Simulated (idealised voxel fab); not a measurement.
The process module presented herein is designated voxel self aligned contacts.
Cross-section cut spans 185 nm and uses square cells 5 nm in size.
Square cells in a grid make up a cross-section in this document, and the grid is given as bands, listed from the top down, each one or more rows of cells.
Within each band entry, the heights of the top and of the bottom of the band appear first, in that order and in nm; the materials of the band then follow from left to right, each with its corresponding width in nm. The designation "edge to edge" on a single material indicates that it fills the band from edge to edge; the designation "empty" indicates empty space.
Heads up on the height convention: 0 is the point under which the incoming wafer is all one material, and the lowest band has no bottom, it just keeps going down, like "from 0 down".
Think of "30->40" as a width that walks from the first number to the second as you go down the band, top row to bottom row, taking equal-sized steps from row to row.
It should be understood that the words "stayed the same", when stated for a given step, signify that the cross-section underwent no change in any of its cells during that step.
"Cavities, closed" lists enclosed empty spaces (at least 8 cells, no open path upward to the top), each as width x height at distance from the left edge, in nm.
If you see something after the settings on a step's line, that's the simulator's own remark about that step.
overlay nm: how far to the right of its planned place the mask lay on this masked step (negative: to the left).
Everything after this point is organized in pairs: a cross-section before one process step, a cross-section after it that shows only as deep as the lowest changed band, and, under the pair, the intervening step with its settings. Because different runs of this module on the same starting wafer can supply different pairs, a pair continues from the pair above it only if its entry headed "Geometry before processing" says so.

Geometry before processing
* from 0 down | Si edge to edge
* Cavities, closed: none

Step Result
* from 0 to -5 | SiO2 edge to edge
* Everything below -5 is unchanged.
* Cavities, closed: none
The before and after cross-sections above are linked by OXIDIZE, depth nm 5

Geometry before processing: same picture as after in the pair right above, so we don't repeat it.

Step Result
* from 30 to 0 | polySi edge to edge
* Everything below 0 is unchanged.
* Cavities, closed: none
The before and after cross-sections above are linked by DIRECTIONAL_DEP, material polySi, thk nm 30

Geometry before processing: same picture as after in the pair right above, so we don't repeat it.

Step Result
* from 45 to 30 | SiN edge to edge
* Everything below 30 is unchanged.
* Cavities, closed: none
The before and after cross-sections above are linked by DIRECTIONAL_DEP, material SiN, thk nm 15

Geometry before processing: same picture as after in the pair right above, so we don't repeat it.

Step Result
* from 60 to 45 | empty=55 | resist=25 | empty=25 | resist=25 | empty=55
* Everything below 45 is unchanged.
* Cavities, closed: none
The before and after cross-sections above are linked by PATTERN, tone cover, mask id GATE, material resist, width nm 25, pitch nm 50, thk nm 15, overlay nm 0

Geometry before processing: same picture as after in the pair right above, so we don't repeat it.

Step Result
* from 60 to 45 | empty=55 | resist=25 | empty=25 | resist=25 | empty=55
* from 45 to 30 | empty=55 | SiN=25 | empty=25 | SiN=25 | empty=55
* Everything below 30 is unchanged.
* Cavities, closed: none
The before and after cross-sections above are linked by DIRECTIONAL_ETCH, etch materials SiN, depth nm 15

Geometry before processing: same picture as after in the pair right above, so we don't repeat it.

Step Result
* from 60 to 45 | empty=55 | resist=25 | empty=25 | resist=25 | empty=55
* from 45 to 30 | empty=55 | SiN=25 | empty=25 | SiN=25 | empty=55
* from 30 to 0 | empty=55 | polySi=25 | empty=25 | polySi=25 | empty=55
* Everything below 0 is unchanged.
* Cavities, closed: none
The before and after cross-sections above are linked by DIRECTIONAL_ETCH, etch materials polySi, depth nm 30

Geometry before processing: same picture as after in the pair right above, so we don't repeat it.

Step Result
* from 45 to 30 | empty=55 | SiN=25 | empty=25 | SiN=25 | empty=55
* Everything below 30 is unchanged.
* Cavities, closed: none
The before and after cross-sections above are linked by STRIP, etch materials resist

Geometry before processing: same picture as after in the pair right above, so we don't repeat it.

Step Result
* from 50 to 30 | empty=50 | SiN=35 | empty=15 | SiN=35 | empty=50
* from 30 to 5 | empty=50 | SiN=5 | polySi=25 | SiN=5 | empty=15 | SiN=5 | polySi=25 | SiN=5 | empty=50
* from 5 to 0 | SiN=55 | polySi=25 | SiN=25 | polySi=25 | SiN=55
* Everything below 0 is unchanged.
* Cavities, closed: none
The before and after cross-sections above are linked by CONFORMAL_DEP, material SiN, thk nm 5

Geometry before processing: same picture as after in the pair right above, so we don't repeat it.

Step Result
* from 45 to 30 | empty=50 | SiN=35 | empty=15 | SiN=35 | empty=50
* from 30 to 0 | empty=50 | SiN=5 | polySi=25 | SiN=5 | empty=15 | SiN=5 | polySi=25 | SiN=5 | empty=50
* Everything below 0 is unchanged.
* Cavities, closed: none
The before and after cross-sections above are linked by DIRECTIONAL_ETCH, etch materials SiN, depth nm 5

Geometry before processing: same picture as after in the pair right above, so we don't repeat it.

Step Result
* from 60 to 45 | SiO2 edge to edge
* from 45 to 30 | SiO2=50 | SiN=35 | SiO2=15 | SiN=35 | SiO2=50
* from 30 to 0 | SiO2=50 | SiN=5 | polySi=25 | SiN=5 | SiO2=15 | SiN=5 | polySi=25 | SiN=5 | SiO2=50
* Everything below 0 is unchanged.
* Cavities, closed: none
The before and after cross-sections above are linked by FILL_DEP, material SiO2, thk nm 15

Geometry before processing: same picture as after in the pair right above, so we don't repeat it.

Step Result
* from 50 to 45 | SiO2 edge to edge
* Everything below 45 is unchanged.
* Cavities, closed: none
The before and after cross-sections above are linked by CMP, height nm 50

Geometry before processing: same picture as after in the pair right above, so we don't repeat it.

Step Result
* from 50 to 45 | SiO2=75 | empty=35 | SiO2=75
* from 45 to 30 | SiO2=50 | SiN=35 | empty=15 | SiN=35 | SiO2=50
* from 30 to 0 | SiO2=50 | SiN=5 | polySi=25 | SiN=5 | empty=15 | SiN=5 | polySi=25 | SiN=5 | SiO2=50
* from 0 to -5 | SiO2=85 | empty=15 | SiO2=85
* Everything below -5 is unchanged.
* Cavities, closed: none
The before and after cross-sections above are linked by MASKED_ETCH, tone open, mask id CONTACT, width nm 35, etch materials SiO2, depth nm 55, overlay nm 0

Geometry before processing: same picture as after in the pair right above, so we don't repeat it.

Step Result
* from 55 to 50 | TiN=80 | empty=25 | TiN=80
* from 50 to 45 | SiO2=75 | TiN=15 | empty=5 | TiN=15 | SiO2=75
* from 45 to 30 | SiO2=50 | SiN=35 | TiN=5 | empty=5 | TiN=5 | SiN=35 | SiO2=50
* from 30 to 0 | SiO2=50 | SiN=5 | polySi=25 | SiN=5 | TiN=5 | empty=5 | TiN=5 | SiN=5 | polySi=25 | SiN=5 | SiO2=50
* from 0 to -5 | SiO2=85 | TiN=15 | SiO2=85
* Everything below -5 is unchanged.
* Cavities, closed: none
The before and after cross-sections above are linked by CONFORMAL_DEP, material TiN, thk nm 5

Geometry before processing: same picture as after in the pair right above, so we don't repeat it.

Step Result
* from 60 to 55 | W edge to edge
* from 55 to 50 | TiN=80 | W=25 | TiN=80
* from 50 to 45 | SiO2=75 | TiN=15 | W=5 | TiN=15 | SiO2=75
* from 45 to 30 | SiO2=50 | SiN=35 | TiN=5 | W=5 | TiN=5 | SiN=35 | SiO2=50
* from 30 to 0 | SiO2=50 | SiN=5 | polySi=25 | SiN=5 | TiN=5 | W=5 | TiN=5 | SiN=5 | polySi=25 | SiN=5 | SiO2=50
* Everything below 0 is unchanged.
* Cavities, closed: none
The before and after cross-sections above are linked by FILL_DEP, material W, thk nm 5

Geometry before processing: same picture as after in the pair right above, so we don't repeat it.

Step Result
* from 50 to 45 | SiO2=75 | TiN=15 | W=5 | TiN=15 | SiO2=75
* Everything below 45 is unchanged.
* Cavities, closed: none
The before and after cross-sections above are linked by CMP, height nm 50

Geometry before processing: same picture as after in the pair right above, so we don't repeat it.

Step Result
* from 55 to 50 | SiCN edge to edge
* Everything below 50 is unchanged.
* Cavities, closed: none
The before and after cross-sections above are linked by CONFORMAL_DEP, material SiCN, thk nm 5

Geometry before processing
* from 0 down | Si edge to edge
* Cavities, closed: none

Step Result
* from 30 to 0 | polySi edge to edge
* Everything below 0 is unchanged.
* Cavities, closed: none
The before and after cross-sections above are linked by DIRECTIONAL_DEP, material polySi, thk nm 30

Geometry before processing: same picture as after in the pair right above, so we don't repeat it.

Step Result
* from 45 to 30 | SiN edge to edge
* Everything below 30 is unchanged.
* Cavities, closed: none
The before and after cross-sections above are linked by DIRECTIONAL_DEP, material SiN, thk nm 15

Geometry before processing: same picture as after in the pair right above, so we don't repeat it.

Step Result
* from 60 to 45 | empty=55 | resist=25 | empty=25 | resist=25 | empty=55
* Everything below 45 is unchanged.
* Cavities, closed: none
The before and after cross-sections above are linked by PATTERN, tone cover, mask id GATE, material resist, width nm 25, pitch nm 50, thk nm 15, overlay nm 0

Geometry before processing: same picture as after in the pair right above, so we don't repeat it.

Step Result
* from 60 to 45 | empty=55 | resist=25 | empty=25 | resist=25 | empty=55
* from 45 to 30 | empty=55 | SiN=25 | empty=25 | SiN=25 | empty=55
* Everything below 30 is unchanged.
* Cavities, closed: none
The before and after cross-sections above are linked by DIRECTIONAL_ETCH, etch materials SiN, depth nm 15

Geometry before processing: same picture as after in the pair right above, so we don't repeat it.

Step Result
* from 60 to 45 | empty=55 | resist=25 | empty=25 | resist=25 | empty=55
* from 45 to 30 | empty=55 | SiN=25 | empty=25 | SiN=25 | empty=55
* from 30 to 0 | empty=55 | polySi=25 | empty=25 | polySi=25 | empty=55
* Everything below 0 is unchanged.
* Cavities, closed: none
The before and after cross-sections above are linked by DIRECTIONAL_ETCH, etch materials polySi, depth nm 30

Geometry before processing: same picture as after in the pair right above, so we don't repeat it.

Step Result
* from 45 to 30 | empty=55 | SiN=25 | empty=25 | SiN=25 | empty=55
* Everything below 30 is unchanged.
* Cavities, closed: none
The before and after cross-sections above are linked by STRIP, etch materials resist

Geometry before processing: same picture as after in the pair right above, so we don't repeat it.

Step Result
* from 50 to 30 | empty=50 | SiN=35 | empty=15 | SiN=35 | empty=50
* from 30 to 5 | empty=50 | SiN=5 | polySi=25 | SiN=5 | empty=15 | SiN=5 | polySi=25 | SiN=5 | empty=50
* from 5 to 0 | SiN=55 | polySi=25 | SiN=25 | polySi=25 | SiN=55
* Everything below 0 is unchanged.
* Cavities, closed: none
The before and after cross-sections above are linked by CONFORMAL_DEP, material SiN, thk nm 5

Geometry before processing: same picture as after in the pair right above, so we don't repeat it.

Step Result
* from 45 to 30 | empty=50 | SiN=35 | empty=15 | SiN=35 | empty=50
* from 30 to 0 | empty=50 | SiN=5 | polySi=25 | SiN=5 | empty=15 | SiN=5 | polySi=25 | SiN=5 | empty=50
* Everything below 0 is unchanged.
* Cavities, closed: none
The before and after cross-sections above are linked by DIRECTIONAL_ETCH, etch materials SiN, depth nm 5

Geometry before processing: same picture as after in the pair right above, so we don't repeat it.

Step Result
* from 60 to 45 | SiO2 edge to edge
* from 45 to 30 | SiO2=50 | SiN=35 | SiO2=15 | SiN=35 | SiO2=50
* from 30 to 0 | SiO2=50 | SiN=5 | polySi=25 | SiN=5 | SiO2=15 | SiN=5 | polySi=25 | SiN=5 | SiO2=50
* Everything below 0 is unchanged.
* Cavities, closed: none
The before and after cross-sections above are linked by FILL_DEP, material SiO2, thk nm 15

Geometry before processing: same picture as after in the pair right above, so we don't repeat it.

Step Result
* from 50 to 45 | SiO2 edge to edge
* Everything below 45 is unchanged.
* Cavities, closed: none
The before and after cross-sections above are linked by CMP, height nm 50

Geometry before processing: same picture as after in the pair right above, so we don't repeat it.

Step Result
* from 50 to 45 | SiO2=75 | empty=35 | SiO2=75
* from 45 to 30 | SiO2=50 | SiN=35 | empty=15 | SiN=35 | SiO2=50
* from 30 to 0 | SiO2=50 | SiN=5 | polySi=25 | SiN=5 | empty=15 | SiN=5 | polySi=25 | SiN=5 | SiO2=50
* Everything below 0 is unchanged.
* Cavities, closed: none
The before and after cross-sections above are linked by MASKED_ETCH, tone open, mask id CONTACT, width nm 35, etch materials SiO2, depth nm 55, overlay nm 0

Geometry before processing: same picture as after in the pair right above, so we don't repeat it.

Step Result
* from 55 to 50 | TiN=80 | empty=25 | TiN=80
* from 50 to 45 | SiO2=75 | TiN=15 | empty=5 | TiN=15 | SiO2=75
* from 45 to 30 | SiO2=50 | SiN=35 | TiN=5 | empty=5 | TiN=5 | SiN=35 | SiO2=50
* from 30 to 5 | SiO2=50 | SiN=5 | polySi=25 | SiN=5 | TiN=5 | empty=5 | TiN=5 | SiN=5 | polySi=25 | SiN=5 | SiO2=50
* from 5 to 0 | SiO2=50 | SiN=5 | polySi=25 | SiN=5 | TiN=15 | SiN=5 | polySi=25 | SiN=5 | SiO2=50
* Everything below 0 is unchanged.
* Cavities, closed: none
The before and after cross-sections above are linked by CONFORMAL_DEP, material TiN, thk nm 5

Geometry before processing: same picture as after in the pair right above, so we don't repeat it.

Step Result
* from 60 to 55 | W edge to edge
* from 55 to 50 | TiN=80 | W=25 | TiN=80
* from 50 to 45 | SiO2=75 | TiN=15 | W=5 | TiN=15 | SiO2=75
* from 45 to 30 | SiO2=50 | SiN=35 | TiN=5 | W=5 | TiN=5 | SiN=35 | SiO2=50
* from 30 to 5 | SiO2=50 | SiN=5 | polySi=25 | SiN=5 | TiN=5 | W=5 | TiN=5 | SiN=5 | polySi=25 | SiN=5 | SiO2=50
* Everything below 5 is unchanged.
* Cavities, closed: none
The before and after cross-sections above are linked by FILL_DEP, material W, thk nm 5

Geometry before processing: same picture as after in the pair right above, so we don't repeat it.

Step Result
* from 50 to 45 | SiO2=75 | TiN=15 | W=5 | TiN=15 | SiO2=75
* Everything below 45 is unchanged.
* Cavities, closed: none
The before and after cross-sections above are linked by CMP, height nm 50

Geometry before processing: same picture as after in the pair right above, so we don't repeat it.

Step Result
* from 55 to 50 | SiCN edge to edge
* Everything below 50 is unchanged.
* Cavities, closed: none
The before and after cross-sections above are linked by CONFORMAL_DEP, material SiCN, thk nm 5

Geometry before processing
* from 30 to 0 | polySi edge to edge
* from 0 to -5 | SiO2 edge to edge
* from -5 down | Si edge to edge
* Cavities, closed: none

Step Result
* from 60 to 0 | polySi edge to edge
* Everything below 0 is unchanged.
* Cavities, closed: none
The before and after cross-sections above are linked by DIRECTIONAL_DEP, material polySi, thk nm 30

Geometry before processing: same picture as after in the pair right above, so we don't repeat it.

Step Result
* from 75 to 60 | SiN edge to edge
* Everything below 60 is unchanged.
* Cavities, closed: none
The before and after cross-sections above are linked by DIRECTIONAL_DEP, material SiN, thk nm 15

Geometry before processing: same picture as after in the pair right above, so we don't repeat it.

Step Result
* from 90 to 75 | empty=55 | resist=25 | empty=25 | resist=25 | empty=55
* Everything below 75 is unchanged.
* Cavities, closed: none
The before and after cross-sections above are linked by PATTERN, tone cover, mask id GATE, material resist, width nm 25, pitch nm 50, thk nm 15, overlay nm 0

Geometry before processing: same picture as after in the pair right above, so we don't repeat it.

Step Result
* from 90 to 75 | empty=55 | resist=25 | empty=25 | resist=25 | empty=55
* from 75 to 60 | empty=55 | SiN=25 | empty=25 | SiN=25 | empty=55
* Everything below 60 is unchanged.
* Cavities, closed: none
The before and after cross-sections above are linked by DIRECTIONAL_ETCH, etch materials SiN, depth nm 15

Geometry before processing: same picture as after in the pair right above, so we don't repeat it.

Step Result
* from 90 to 75 | empty=55 | resist=25 | empty=25 | resist=25 | empty=55
* from 75 to 60 | empty=55 | SiN=25 | empty=25 | SiN=25 | empty=55
* from 60 to 30 | empty=55 | polySi=25 | empty=25 | polySi=25 | empty=55
* Everything below 30 is unchanged.
* Cavities, closed: none
The before and after cross-sections above are linked by DIRECTIONAL_ETCH, etch materials polySi, depth nm 30

Geometry before processing: same picture as after in the pair right above, so we don't repeat it.

Step Result
* from 75 to 60 | empty=55 | SiN=25 | empty=25 | SiN=25 | empty=55
* Everything below 60 is unchanged.
* Cavities, closed: none
The before and after cross-sections above are linked by STRIP, etch materials resist

Geometry before processing: same picture as after in the pair right above, so we don't repeat it.

Step Result
* from 80 to 60 | empty=50 | SiN=35 | empty=15 | SiN=35 | empty=50
* from 60 to 35 | empty=50 | SiN=5 | polySi=25 | SiN=5 | empty=15 | SiN=5 | polySi=25 | SiN=5 | empty=50
* from 35 to 30 | SiN=55 | polySi=25 | SiN=25 | polySi=25 | SiN=55
* Everything below 30 is unchanged.
* Cavities, closed: none
The before and after cross-sections above are linked by CONFORMAL_DEP, material SiN, thk nm 5

Geometry before processing: same picture as after in the pair right above, so we don't repeat it.

Step Result
* from 75 to 60 | empty=50 | SiN=35 | empty=15 | SiN=35 | empty=50
* from 60 to 30 | empty=50 | SiN=5 | polySi=25 | SiN=5 | empty=15 | SiN=5 | polySi=25 | SiN=5 | empty=50
* Everything below 30 is unchanged.
* Cavities, closed: none
The before and after cross-sections above are linked by DIRECTIONAL_ETCH, etch materials SiN, depth nm 5

Geometry before processing: same picture as after in the pair right above, so we don't repeat it.

Step Result
* from 90 to 75 | SiO2 edge to edge
* from 75 to 60 | SiO2=50 | SiN=35 | SiO2=15 | SiN=35 | SiO2=50
* from 60 to 30 | SiO2=50 | SiN=5 | polySi=25 | SiN=5 | SiO2=15 | SiN=5 | polySi=25 | SiN=5 | SiO2=50
* Everything below 30 is unchanged.
* Cavities, closed: none
The before and after cross-sections above are linked by FILL_DEP, material SiO2, thk nm 15

Geometry before processing: same picture as after in the pair right above, so we don't repeat it.

Step Result
* from 50 to 30 | SiO2=50 | SiN=5 | polySi=25 | SiN=5 | SiO2=15 | SiN=5 | polySi=25 | SiN=5 | SiO2=50
* Everything below 30 is unchanged.
* Cavities, closed: none
The before and after cross-sections above are linked by CMP, height nm 50

Geometry before processing: same picture as after in the pair right above, so we don't repeat it.

Step Result
* from 50 to 30 | SiO2=50 | SiN=5 | polySi=25 | SiN=5 | empty=15 | SiN=5 | polySi=25 | SiN=5 | SiO2=50
* Everything below 30 is unchanged.
* Cavities, closed: none
The before and after cross-sections above are linked by MASKED_ETCH, tone open, mask id CONTACT, width nm 35, etch materials SiO2, depth nm 55, overlay nm 0

Geometry before processing: same picture as after in the pair right above, so we don't repeat it.

Step Result
* from 55 to 50 | TiN=90 | empty=5 | TiN=90
* from 50 to 35 | SiO2=50 | SiN=5 | polySi=25 | SiN=5 | TiN=5 | empty=5 | TiN=5 | SiN=5 | polySi=25 | SiN=5 | SiO2=50
* from 35 to 30 | SiO2=50 | SiN=5 | polySi=25 | SiN=5 | TiN=15 | SiN=5 | polySi=25 | SiN=5 | SiO2=50
* Everything below 30 is unchanged.
* Cavities, closed: none
The before and after cross-sections above are linked by CONFORMAL_DEP, material TiN, thk nm 5

Geometry before processing: same picture as after in the pair right above, so we don't repeat it.

Step Result
* from 60 to 55 | W edge to edge
* from 55 to 50 | TiN=90 | W=5 | TiN=90
* from 50 to 35 | SiO2=50 | SiN=5 | polySi=25 | SiN=5 | TiN=5 | W=5 | TiN=5 | SiN=5 | polySi=25 | SiN=5 | SiO2=50
* Everything below 35 is unchanged.
* Cavities, closed: none
The before and after cross-sections above are linked by FILL_DEP, material W, thk nm 5

Geometry before processing: same picture as after in the pair right above, so we don't repeat it.

Step Result
* from 50 to 35 | SiO2=50 | SiN=5 | polySi=25 | SiN=5 | TiN=5 | W=5 | TiN=5 | SiN=5 | polySi=25 | SiN=5 | SiO2=50
* Everything below 35 is unchanged.
* Cavities, closed: none
The before and after cross-sections above are linked by CMP, height nm 50

Geometry before processing: same picture as after in the pair right above, so we don't repeat it.

Step Result
* from 55 to 50 | SiCN edge to edge
* Everything below 50 is unchanged.
* Cavities, closed: none
The before and after cross-sections above are linked by CONFORMAL_DEP, material SiCN, thk nm 5

Geometry before processing
* from 0 to -5 | SiO2 edge to edge
* from -5 down | Si edge to edge
* Cavities, closed: none

Step Result
* from 15 to 0 | SiN edge to edge
* Everything below 0 is unchanged.
* Cavities, closed: none
The before and after cross-sections above are linked by DIRECTIONAL_DEP, material SiN, thk nm 15

Geometry before processing: same picture as after in the pair right above, so we don't repeat it.

Step Result
* from 45 to 15 | polySi edge to edge
* Everything below 15 is unchanged.
* Cavities, closed: none
The before and after cross-sections above are linked by DIRECTIONAL_DEP, material polySi, thk nm 30

Geometry before processing: same picture as after in the pair right above, so we don't repeat it.

Step Result
* from 60 to 45 | empty=55 | resist=25 | empty=25 | resist=25 | empty=55
* Everything below 45 is unchanged.
* Cavities, closed: none
The before and after cross-sections above are linked by PATTERN, tone cover, mask id GATE, material resist, width nm 25, pitch nm 50, thk nm 15, overlay nm 0

Geometry before processing: same picture as after in the pair right above, so we don't repeat it.

Step Result
* from 60 to 45 | empty=55 | resist=25 | empty=25 | resist=25 | empty=55
* from 45 to 15 | empty=55 | polySi=25 | empty=25 | polySi=25 | empty=55
* Everything below 15 is unchanged.
* Cavities, closed: none
The before and after cross-sections above are linked by DIRECTIONAL_ETCH, etch materials polySi, depth nm 30

Geometry before processing: same picture as after in the pair right above, so we don't repeat it.

Step Result
* from 45 to 15 | empty=55 | polySi=25 | empty=25 | polySi=25 | empty=55
* Everything below 15 is unchanged.
* Cavities, closed: none
The before and after cross-sections above are linked by STRIP, etch materials resist

Geometry before processing: same picture as after in the pair right above, so we don't repeat it.

Step Result
* from 50 to 45 | empty=50 | SiN=35 | empty=15 | SiN=35 | empty=50
* from 45 to 20 | empty=50 | SiN=5 | polySi=25 | SiN=5 | empty=15 | SiN=5 | polySi=25 | SiN=5 | empty=50
* from 20 to 15 | SiN=55 | polySi=25 | SiN=25 | polySi=25 | SiN=55
* Everything below 15 is unchanged.
* Cavities, closed: none
The before and after cross-sections above are linked by CONFORMAL_DEP, material SiN, thk nm 5

Geometry before processing: same picture as after in the pair right above, so we don't repeat it.

Step Result
* from 45 to 15 | empty=50 | SiN=5 | polySi=25 | SiN=5 | empty=15 | SiN=5 | polySi=25 | SiN=5 | empty=50
* Everything below 15 is unchanged.
* Cavities, closed: none
The before and after cross-sections above are linked by DIRECTIONAL_ETCH, etch materials SiN, depth nm 5

Geometry before processing: same picture as after in the pair right above, so we don't repeat it.

Step Result
* from 60 to 45 | SiO2 edge to edge
* from 45 to 15 | SiO2=50 | SiN=5 | polySi=25 | SiN=5 | SiO2=15 | SiN=5 | polySi=25 | SiN=5 | SiO2=50
* Everything below 15 is unchanged.
* Cavities, closed: none
The before and after cross-sections above are linked by FILL_DEP, material SiO2, thk nm 15

Geometry before processing: same picture as after in the pair right above, so we don't repeat it.

Step Result
* from 50 to 45 | SiO2 edge to edge
* Everything below 45 is unchanged.
* Cavities, closed: none
The before and after cross-sections above are linked by CMP, height nm 50

Geometry before processing: same picture as after in the pair right above, so we don't repeat it.

Step Result
* from 50 to 45 | SiO2=75 | empty=35 | SiO2=75
* from 45 to 15 | SiO2=50 | SiN=5 | polySi=25 | SiN=5 | empty=15 | SiN=5 | polySi=25 | SiN=5 | SiO2=50
* Everything below 15 is unchanged.
* Cavities, closed: none
The before and after cross-sections above are linked by MASKED_ETCH, tone open, mask id CONTACT, width nm 35, etch materials SiO2, depth nm 55, overlay nm 0

Geometry before processing: same picture as after in the pair right above, so we don't repeat it.

Step Result
* from 55 to 50 | TiN=80 | empty=25 | TiN=80
* from 50 to 45 | SiO2=75 | TiN=15 | empty=5 | TiN=15 | SiO2=75
* from 45 to 20 | SiO2=50 | SiN=5 | polySi=25 | SiN=5 | TiN=5 | empty=5 | TiN=5 | SiN=5 | polySi=25 | SiN=5 | SiO2=50
* from 20 to 15 | SiO2=50 | SiN=5 | polySi=25 | SiN=5 | TiN=15 | SiN=5 | polySi=25 | SiN=5 | SiO2=50
* Everything below 15 is unchanged.
* Cavities, closed: none
The before and after cross-sections above are linked by CONFORMAL_DEP, material TiN, thk nm 5

Geometry before processing: same picture as after in the pair right above, so we don't repeat it.

Step Result
* from 60 to 55 | W edge to edge
* from 55 to 50 | TiN=80 | W=25 | TiN=80
* from 50 to 45 | SiO2=75 | TiN=15 | W=5 | TiN=15 | SiO2=75
* from 45 to 20 | SiO2=50 | SiN=5 | polySi=25 | SiN=5 | TiN=5 | W=5 | TiN=5 | SiN=5 | polySi=25 | SiN=5 | SiO2=50
* Everything below 20 is unchanged.
* Cavities, closed: none
The before and after cross-sections above are linked by FILL_DEP, material W, thk nm 5

Geometry before processing: same picture as after in the pair right above, so we don't repeat it.

Step Result
* from 50 to 45 | SiO2=75 | TiN=15 | W=5 | TiN=15 | SiO2=75
* Everything below 45 is unchanged.
* Cavities, closed: none
The before and after cross-sections above are linked by CMP, height nm 50

Geometry before processing: same picture as after in the pair right above, so we don't repeat it.

Step Result
* from 55 to 50 | SiCN edge to edge
* Everything below 50 is unchanged.
* Cavities, closed: none
The before and after cross-sections above are linked by CONFORMAL_DEP, material SiCN, thk nm 5

Geometry before processing
* from 60 to 55 | W edge to edge
* from 55 to 50 | TiN=80 | W=25 | TiN=80
* from 50 to 45 | SiO2=75 | TiN=15 | W=5 | TiN=15 | SiO2=75
* from 45 to 30 | SiO2=50 | SiN=35 | TiN=5 | W=5 | TiN=5 | SiN=35 | SiO2=50
* from 30 to 0 | SiO2=50 | SiN=5 | polySi=25 | SiN=5 | TiN=5 | W=5 | TiN=5 | SiN=5 | polySi=25 | SiN=5 | SiO2=50
* from 0 to -5 | SiO2=85 | TiN=15 | SiO2=85
* from -5 down | Si edge to edge
* Cavities, closed: none

Step Result
* from 55 to 50 | TiN=80 | W=25 | TiN=80
* Everything below 50 is unchanged.
* Cavities, closed: none
The before and after cross-sections above are linked by CMP, height nm 55

Geometry before processing: same picture as after in the pair right above, so we don't repeat it.

Step Result
* from 60 to 55 | SiCN edge to edge
* Everything below 55 is unchanged.
* Cavities, closed: none
The before and after cross-sections above are linked by CONFORMAL_DEP, material SiCN, thk nm 5

Geometry before processing
* from 45 to 30 | SiN edge to edge
* from 30 to 0 | polySi edge to edge
* from 0 to -5 | SiO2 edge to edge
* from -5 down | Si edge to edge
* Cavities, closed: none

Step Result
* from 60 to 45 | empty=55 | resist=30 | empty=20 | resist=30 | empty=50
* Everything below 45 is unchanged.
* Cavities, closed: none
The before and after cross-sections above are linked by PATTERN, tone cover, mask id GATE, material resist, width nm 30, pitch nm 50, thk nm 15, overlay nm 0

Geometry before processing: same picture as after in the pair right above, so we don't repeat it.

Step Result
* from 60 to 45 | empty=55 | resist=30 | empty=20 | resist=30 | empty=50
* from 45 to 30 | empty=55 | SiN=30 | empty=20 | SiN=30 | empty=50
* Everything below 30 is unchanged.
* Cavities, closed: none
The before and after cross-sections above are linked by DIRECTIONAL_ETCH, etch materials SiN, depth nm 15

Geometry before processing: same picture as after in the pair right above, so we don't repeat it.

Step Result
* from 60 to 45 | empty=55 | resist=30 | empty=20 | resist=30 | empty=50
* from 45 to 30 | empty=55 | SiN=30 | empty=20 | SiN=30 | empty=50
* from 30 to 0 | empty=55 | polySi=30 | empty=20 | polySi=30 | empty=50
* Everything below 0 is unchanged.
* Cavities, closed: none
The before and after cross-sections above are linked by DIRECTIONAL_ETCH, etch materials polySi, depth nm 30

Geometry before processing: same picture as after in the pair right above, so we don't repeat it.

Step Result
* from 45 to 30 | empty=55 | SiN=30 | empty=20 | SiN=30 | empty=50
* Everything below 30 is unchanged.
* Cavities, closed: none
The before and after cross-sections above are linked by STRIP, etch materials resist

Geometry before processing: same picture as after in the pair right above, so we don't repeat it.

Step Result
* from 50 to 30 | empty=50 | SiN=40 | empty=10 | SiN=40 | empty=45
* from 30 to 5 | empty=50 | SiN=5 | polySi=30 | SiN=5 | empty=10 | SiN=5 | polySi=30 | SiN=5 | empty=45
* from 5 to 0 | SiN=55 | polySi=30 | SiN=20 | polySi=30 | SiN=50
* Everything below 0 is unchanged.
* Cavities, closed: none
The before and after cross-sections above are linked by CONFORMAL_DEP, material SiN, thk nm 5

Geometry before processing: same picture as after in the pair right above, so we don't repeat it.

Step Result
* from 45 to 30 | empty=50 | SiN=40 | empty=10 | SiN=40 | empty=45
* from 30 to 0 | empty=50 | SiN=5 | polySi=30 | SiN=5 | empty=10 | SiN=5 | polySi=30 | SiN=5 | empty=45
* Everything below 0 is unchanged.
* Cavities, closed: none
The before and after cross-sections above are linked by DIRECTIONAL_ETCH, etch materials SiN, depth nm 5

Geometry before processing: same picture as after in the pair right above, so we don't repeat it.

Step Result
* from 60 to 45 | SiO2 edge to edge
* from 45 to 30 | SiO2=50 | SiN=40 | SiO2=10 | SiN=40 | SiO2=45
* from 30 to 0 | SiO2=50 | SiN=5 | polySi=30 | SiN=5 | SiO2=10 | SiN=5 | polySi=30 | SiN=5 | SiO2=45
* Everything below 0 is unchanged.
* Cavities, closed: none
The before and after cross-sections above are linked by FILL_DEP, material SiO2, thk nm 15

Geometry before processing: same picture as after in the pair right above, so we don't repeat it.

Step Result
* from 50 to 45 | SiO2 edge to edge
* Everything below 45 is unchanged.
* Cavities, closed: none
The before and after cross-sections above are linked by CMP, height nm 50

Geometry before processing: same picture as after in the pair right above, so we don't repeat it.

Step Result
* from 50 to 45 | SiO2=75 | empty=35 | SiO2=75
* from 45 to 30 | SiO2=50 | SiN=40 | empty=10 | SiN=40 | SiO2=45
* from 30 to 0 | SiO2=50 | SiN=5 | polySi=30 | SiN=5 | empty=10 | SiN=5 | polySi=30 | SiN=5 | SiO2=45
* from 0 to -5 | SiO2=90 | empty=10 | SiO2=85
* Everything below -5 is unchanged.
* Cavities, closed: none
The before and after cross-sections above are linked by MASKED_ETCH, tone open, mask id CONTACT, width nm 35, etch materials SiO2, depth nm 55, overlay nm 0

Geometry before processing: same picture as after in the pair right above, so we don't repeat it.

Step Result
* from 55 to 50 | TiN=80 | empty=25 | TiN=80
* from 50 to 45 | SiO2=75 | TiN=35 | SiO2=75
* from 45 to 30 | SiO2=50 | SiN=40 | TiN=10 | SiN=40 | SiO2=45
* from 30 to 0 | SiO2=50 | SiN=5 | polySi=30 | SiN=5 | TiN=10 | SiN=5 | polySi=30 | SiN=5 | SiO2=45
* from 0 to -5 | SiO2=90 | TiN=10 | SiO2=85
* Everything below -5 is unchanged.
* Cavities, closed: none
The before and after cross-sections above are linked by CONFORMAL_DEP, material TiN, thk nm 5

Geometry before processing: same picture as after in the pair right above, so we don't repeat it.

Step Result
* from 60 to 55 | W edge to edge
* from 55 to 50 | TiN=80 | W=25 | TiN=80
* Everything below 50 is unchanged.
* Cavities, closed: none
The before and after cross-sections above are linked by FILL_DEP, material W, thk nm 5

Geometry before processing: same picture as after in the pair right above, so we don't repeat it.

Step Result
* from 50 to 45 | SiO2=75 | TiN=35 | SiO2=75
* Everything below 45 is unchanged.
* Cavities, closed: none
The before and after cross-sections above are linked by CMP, height nm 50

Geometry before processing: same picture as after in the pair right above, so we don't repeat it.

Step Result
* from 55 to 50 | SiCN edge to edge
* Everything below 50 is unchanged.
* Cavities, closed: none
The before and after cross-sections above are linked by CONFORMAL_DEP, material SiCN, thk nm 5
